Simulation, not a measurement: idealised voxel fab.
Process module under the name voxel wiring stack
Pictured: cross-section cut, 210 nm wide, on a grid of 5 nm square cells.
When this document writes out a cross-section, it uses a grid of square cells and lists it as bands, beginning at the top and moving down, with a band standing for one or more rows of cells. The band entry comprises the height of the band's top followed by the height of its bottom, expressed in nm, and subsequently the band's materials from left to right, each stated together with its width in nm. Where a single material is marked with the word "all across", that material fills the band from edge to edge. The word "empty" represents empty space. A quick word on heights: they are counted from 0, and under that level the wafer as it came to us is one material throughout. The lowest band is different from the rest in having no bottom; it simply continues downward, written as in "top 0, no bottom". Top row gets the first number, bottom row gets the second, and each row in between changes by the same step: that is how a band width like "30->40" works. Where a step carries "no change", the cross-section came out of it unchanged, cell for cell. Closed empty spaces (no open way to the top) of 8 cells or more are what "Sealed internal voids" lists, each as width x height at distance from the left edge, nm for all three. Where a step's line continues beyond its settings, the continuation is a remark by the simulator itself on that step. The setting "overlay nm" may be written on the line of a step. When the step uses a mask, the value reports how far to the right of the planned place the mask lay, and a negative value reports that it lay to the left.

-- The following list gives the planned process steps
1 RECEIVE, material Si
2 CONFORMAL_DEP, material SiO2, thk nm 10
3 CONFORMAL_DEP, material SiCN, thk nm 5
4 DIRECTIONAL_DEP, material SiO2, thk nm 25
5 MASKED_ETCH, tone open, mask id METAL_1, width nm 30, pitch nm 45, etch materials SiO2, depth nm 25, overlay nm 0
6 MASKED_ETCH, tone open, mask id METAL_1, width nm 30, pitch nm 45, etch materials SiCN, depth nm 5, overlay nm 0
7 CONFORMAL_DEP, material TiN, thk nm 5
8 FILL_DEP, material W, thk nm 10
9 CMP, height nm 40
10 EPI, material Ru, thk nm 5
11 FILL_DEP, material SiCN, thk nm 5
12 DIRECTIONAL_DEP, material SiO2, thk nm 35
13 DIRECTIONAL_DEP, material aC, thk nm 15
14 PATTERN, tone open, mask id METAL_2_HOLES, material resist, width nm 15, pitch nm 45, thk nm 30, overlay nm 0
15 DIRECTIONAL_ETCH, etch materials aC, depth nm 15
16 STRIP, etch materials resist
17 DIRECTIONAL_ETCH, etch materials SiO2, depth nm 35
18 STRIP, etch materials aC
19 PATTERN, tone open, mask id METAL_2, material resist, width nm 30, pitch nm 45, thk nm 20, overlay nm 0
20 DIRECTIONAL_ETCH, etch materials SiO2, depth nm 20
21 DIRECTIONAL_ETCH, etch materials SiCN, depth nm 5
22 STRIP, etch materials resist
23 CONFORMAL_DEP, material TiN, thk nm 5
24 FILL_DEP, material Cu, thk nm 10
25 CMP, height nm 85
26 CONFORMAL_DEP, material SiCN, thk nm 5

-- Cross-section: wafer on arrival = after step 1
- top 0, no bottom = Si all across
- Sealed internal voids: none

-- Here's the cross-section of the first of our two wafers at the end of the module - it ran as planned
- top 90, bottom 85 = SiCN all across
- top 85, bottom 70 = SiO2 65 nm / TiN 5 nm / Cu 20 nm / TiN 5 nm / SiO2 15 nm / TiN 5 nm / Cu 20 nm / TiN 5 nm / SiO2 70 nm
- top 70, bottom 65 = SiO2 65 nm / TiN 5 nm / Cu 5 nm / TiN 20 nm / SiO2 15 nm / TiN 5 nm / Cu 5 nm / TiN 20 nm / SiO2 70 nm
- top 65, bottom 50 = SiO2 65 nm / TiN 5 nm / Cu 5 nm / TiN 5 nm / SiO2 30 nm / TiN 5 nm / Cu 5 nm / TiN 5 nm / SiO2 85 nm
- top 50, bottom 45 = SiCN 65 nm / TiN 15 nm / SiCN 30 nm / TiN 15 nm / SiCN 85 nm
- top 45, bottom 40 = SiCN 60 nm / Ru 40 nm / SiCN 5 nm / Ru 40 nm / SiCN 65 nm
- top 40, bottom 15 = SiO2 65 nm / TiN 5 nm / W 20 nm / TiN 5 nm / SiO2 15 nm / TiN 5 nm / W 20 nm / TiN 5 nm / SiO2 70 nm
- top 15, bottom 10 = SiCN 65 nm / TiN 30 nm / SiCN 15 nm / TiN 30 nm / SiCN 70 nm
- top 10, bottom 0 = SiO2 all across
- top 0, no bottom = Si all across
- Sealed internal voids: none

-- Here is the second of the two wafers cut open at the end of the module - same start, same plan as the first one, but we made one mistake running it
- top 90, bottom 85 = SiCN all across
- top 85, bottom 70 = SiO2 65 nm / TiN 5 nm / Cu 20 nm / TiN 5 nm / SiO2 15 nm / TiN 5 nm / Cu 20 nm / TiN 5 nm / SiO2 70 nm
- top 70, bottom 65 = SiO2 65 nm / TiN 5 nm / Cu 5 nm / TiN 20 nm / SiO2 15 nm / TiN 5 nm / Cu 5 nm / TiN 20 nm / SiO2 70 nm
- top 65, bottom 55 = SiO2 65 nm / TiN 5 nm / Cu 5 nm / TiN 5 nm / SiO2 30 nm / TiN 5 nm / Cu 5 nm / TiN 5 nm / SiO2 85 nm
- top 55, bottom 50 = SiO2 65 nm / TiN 15 nm / SiO2 30 nm / TiN 15 nm / SiO2 85 nm
- top 50, bottom 45 = SiCN 70 nm / TiN 10 nm / SiCN 35 nm / TiN 10 nm / SiCN 85 nm
- top 45, bottom 40 = SiCN 60 nm / Ru 40 nm / SiCN 5 nm / Ru 40 nm / SiCN 65 nm
- top 40, bottom 15 = SiO2 65 nm / TiN 5 nm / W 20 nm / TiN 5 nm / SiO2 15 nm / TiN 5 nm / W 20 nm / TiN 5 nm / SiO2 70 nm
- top 15, bottom 10 = SiCN 65 nm / TiN 30 nm / SiCN 15 nm / TiN 30 nm / SiCN 70 nm
- top 10, bottom 0 = SiO2 all across
- top 0, no bottom = Si all across
- Sealed internal voids: none
What was done differently from what was planned? note that step 19 departed from the planned setting and was carried out as PATTERN, tone open, mask id METAL_2, material resist, width nm 25, pitch nm 45, thk nm 20, overlay nm 0
The final cell counts differ between the wafers, with the second having more or fewer of some materials than the first: 2 fewer of Cu | 2 more of SiCN
